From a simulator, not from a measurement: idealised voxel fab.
Presented below is a process module, voxel fin reveal.
Section shown: cut. Width: 165 nm. Cell size: 5 nm, square.
Square cells in a grid make up a cross-section in this document, and the grid is given as bands, listed from the top down, each one or more rows of cells. Read a band's entry like this: the first values are the height of its top and the height of its bottom in nm, and what follows is the sequence of materials from left to right, each with its width in nm. Note that "blank" is empty space, and that a single material marked "edge to edge" reaches across the band from edge to edge. Zero point of the height axis is 0; under it, received wafer = one material. Lowest band: continues down indefinitely, "0..down". Top row gets the first number, bottom row gets the second, and each row in between changes by the same step: that is how a band width like "30 to 40" works. "nothing different", as given for a step, is the statement that not any cell of the cross-section underwent a change during that step. Reported under the label "Encapsulated voids" are the empty spaces having no open way to the top and comprising 8 cells or more; the notation for each is width x height at distance, in which the distance is measured from the left edge and all three values are in nm. Note: text after step settings on the step line = simulator remark on that step. "overlay nm", when on a step's line for a step with a mask, measures how far to the right of its planned place the mask lay; a negative measure means to the left.

Set out below are the planned steps of the process:
1) RECEIVE,material Si
2) CONFORMAL_DEP,material SiN,thk nm 5
3) PATTERN,tone cover,mask id FINS,material resist,width nm 15,pitch nm 35,thk nm 20,overlay nm 0
4) DIRECTIONAL_ETCH,etch materials SiN,depth nm 5
5) DIRECTIONAL_ETCH,etch materials Si,depth nm 30
6) STRIP,etch materials resist
7) OXIDIZE,depth nm 5
8) FILL_DEP,material SiO2,thk nm 5
9) CMP,height nm 5
10) SELECTIVE_ETCH,etch materials SiO2,depth nm 20
11) STRIP,etch materials SiN
12) CONFORMAL_DEP,material HfO2,thk nm 5

As-received state of the wafer in cross-section, equivalent to post-step 1:
0..down | Si edge to edge
Encapsulated voids: none

Final wafer profile in cross-section after the module, from the same start and plan as above, with one mistake made during processing:
5..0 | blank: 20, then HfO2: 15, then blank: 20, then HfO2: 15, then blank: 20, then HfO2: 15, then blank: 20, then HfO2: 15, then blank: 25
0..-10 | blank: 20, then HfO2: 5, then Si: 5, then HfO2: 5, then blank: 20, then HfO2: 5, then Si: 5, then HfO2: 5, then blank: 20, then HfO2: 5, then Si: 5, then HfO2: 5, then blank: 20, then HfO2: 5, then Si: 5, then HfO2: 5, then blank: 25
-10..-15 | blank: 20, then HfO2: 5, then Si: 5, then HfO2: 5, then blank: 20, then HfO2: 5, then Si: 5, then HfO2: 5, then blank: 20, then HfO2: 5, then Si: 5, then HfO2: 5, then blank: 20, then HfO2: 5, then Si: 5, then HfO2: 5, then blank: 15, then HfO2: 10
-15..-20 | HfO2: 25, then Si: 5, then HfO2: 30, then Si: 5, then HfO2: 30, then Si: 5, then HfO2: 30, then Si: 5, then HfO2: 25, then SiO2: 5
-20..-35 | SiO2: 25, then Si: 5, then SiO2: 30, then Si: 5, then SiO2: 30, then Si: 5, then SiO2: 30, then Si: 5, then SiO2: 30
-35..down | Si edge to edge
Encapsulated voids: none
What was done differently from what was planned? the executed order of steps 10 and 11 is the reverse of that specified in the plan, each step having taken the other's position
